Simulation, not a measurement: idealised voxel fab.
process module | voxel plated lines
cross-section cut | 195 nm wide | cells 5 nm
A cross-section is a grid of square cells, given in bands from the top down. A band is one or more rows of cells.
Each band's line starts with the height of the band's top and of its bottom, in nm. Then come its materials from left to right, each with its width in nm. One material with "throughout" fills the band from edge to edge. "air" is empty space.
Height 0 is the level under which the wafer as received is all one material. The lowest band goes on downwards, as in "0 down".
A width such as "30 to 40" changes by the same amount from each row of cells to the next, from the band's top row to its bottom row.
"no change" after a step means that no cell of the cross-section changed.
closed voids: empty space of 8 cells or more with no open way to the top, each as width x height at its distance from the left edge, in nm
after a step's settings: what the simulator itself notes on the step
overlay nm, on a step with a mask: how far to the right of its planned place the mask lay; to the left if negative
plan
1 op RECEIVE | material Si
2 op CONFORMAL_DEP | material SiN | thk nm 10
3 op DIRECTIONAL_DEP | material TiN | thk nm 5
4 op PATTERN | tone open | mask id LINES | material resist | width nm 20 | pitch nm 40 | thk nm 15 | overlay nm 0
5 op EPI | material Ru | thk nm 5
6 op STRIP | etch materials resist
7 op DIRECTIONAL_ETCH | etch materials TiN | depth nm 5
8 op CONFORMAL_DEP | material SiCN | thk nm 10
as received, after step 1
  0 down: Si throughout
  closed voids: none
first wafer at the end, as planned
  30 to 20: air 35 | SiCN 120 | air 40
  20 to 15: SiCN 45 | Ru 20 | SiCN 20 | Ru 20 | SiCN 20 | Ru 20 | SiCN 50
  15 to 10: SiCN 45 | TiN 20 | SiCN 20 | TiN 20 | SiCN 20 | TiN 20 | SiCN 50
  10 to 0: SiN throughout
  0 down: Si throughout
  closed voids: none
second wafer at the end: like start, like plan, one mistake
  30 to 20: air 35 | SiCN 125 | air 35
  20 to 15: SiCN 45 | Ru 25 | SiCN 15 | Ru 25 | SiCN 15 | Ru 25 | SiCN 45
  15 to 10: SiCN 45 | TiN 25 | SiCN 15 | TiN 25 | SiCN 15 | TiN 25 | SiCN 45
  10 to 0: SiN throughout
  0 down: Si throughout
  closed voids: none
what went wrong: step 4 ran as: op PATTERN | tone open | mask id LINES | material resist | width nm 25 | pitch nm 40 | thk nm 15 | overlay nm 0
at the end the second wafer has, in cells: 3 more of Ru | 4 fewer of SiCN | 3 more of TiN
